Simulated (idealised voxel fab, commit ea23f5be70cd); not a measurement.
The following is a process module called voxel released beams.
The cross-section shown here is cut; it is 215 nm wide and divided into square cells measuring 5 nm on a side.
In this document a cross-section is written as a grid of square cells. It is given as a series of bands, listed from the top down, and a band is one or more rows of cells. The entry gives the band's vertical extent as a top height and a bottom height in nm, then its horizontal make-up as materials from left to right, each with a width in nm. "blank" stands for empty space; a single material marked "full width" fills the band edge to edge. It should be noted that heights are counted from 0, beneath which the wafer as supplied is of one material throughout, and that the lowest band possesses no lower boundary but continues downward, as written in "0 nm and below". The expression "30 to 40" gives the width at the extremes of the band, the first number at its top row of cells and the second at its bottom row, with the width changing by equal amounts from each row to the next in between. No cell of the cross-section changed in a step that is given as "no change occurred". Voids not open to the top, 8 cells minimum: see "Sealed internal cavities". Written width x height at distance; distance is from the left edge; nm. Text after the settings on a step's line: the simulator's own remark on that step. overlay nm: right-of-plan distance of the mask on a masked step; negative values mean left-of-plan.

-- Planned step list for the process
1. RECEIVE with material Si
2. CONFORMAL_DEP with material SiN, thk nm 10
3. DIRECTIONAL_DEP with material SiO2, thk nm 10
4. DIRECTIONAL_DEP with material aC, thk nm 10
5. PATTERN with tone open, mask id ANCHOR, material resist, width nm 40, thk nm 25, overlay nm 0
6. DIRECTIONAL_ETCH with etch materials aC, depth nm 10
7. STRIP with etch materials resist
8. DIRECTIONAL_ETCH with etch materials SiO2, depth nm 10
9. STRIP with etch materials aC
10. CONFORMAL_DEP with material polySi, thk nm 15
11. MASKED_ETCH with tone cover, mask id BEAM, width nm 100, etch materials polySi, depth nm 15, overlay nm 0
12. STRIP with etch materials SiO2

-- As-received wafer cross-section (after step 1)
  0 nm and below  Si full width
  Sealed internal cavities: none

-- First of two wafers, end-of-module section, run followed plan
  35 nm to 25 nm  blank 55 nm, polySi 20 nm, blank 10 nm, polySi 70 nm, blank 60 nm
  25 nm to 20 nm  blank 55 nm, polySi 100 nm, blank 60 nm
  20 nm to 10 nm  blank 60 nm, polySi 40 nm, blank 115 nm
  10 nm to 0 nm  SiN full width
  0 nm and below  Si full width
  Sealed internal cavities: none

-- Wafer two cross-section, module end. Start and plan unchanged from wafer one; one mistake made during the run
  45 nm to 30 nm  blank 55 nm, polySi 100 nm, blank 60 nm
  30 nm to 20 nm  polySi full width
  20 nm to 10 nm  SiO2 60 nm, polySi 40 nm, SiO2 115 nm
  10 nm to 0 nm  SiN full width
  0 nm and below  Si full width
  Sealed internal cavities: none
Misprocessing identified: off-plan run, step 10, actual operation and settings CONFORMAL_DEP with material polySi, thk nm 25
at the end the second wafer has, in cells: +70 SiO2; +90 polySi
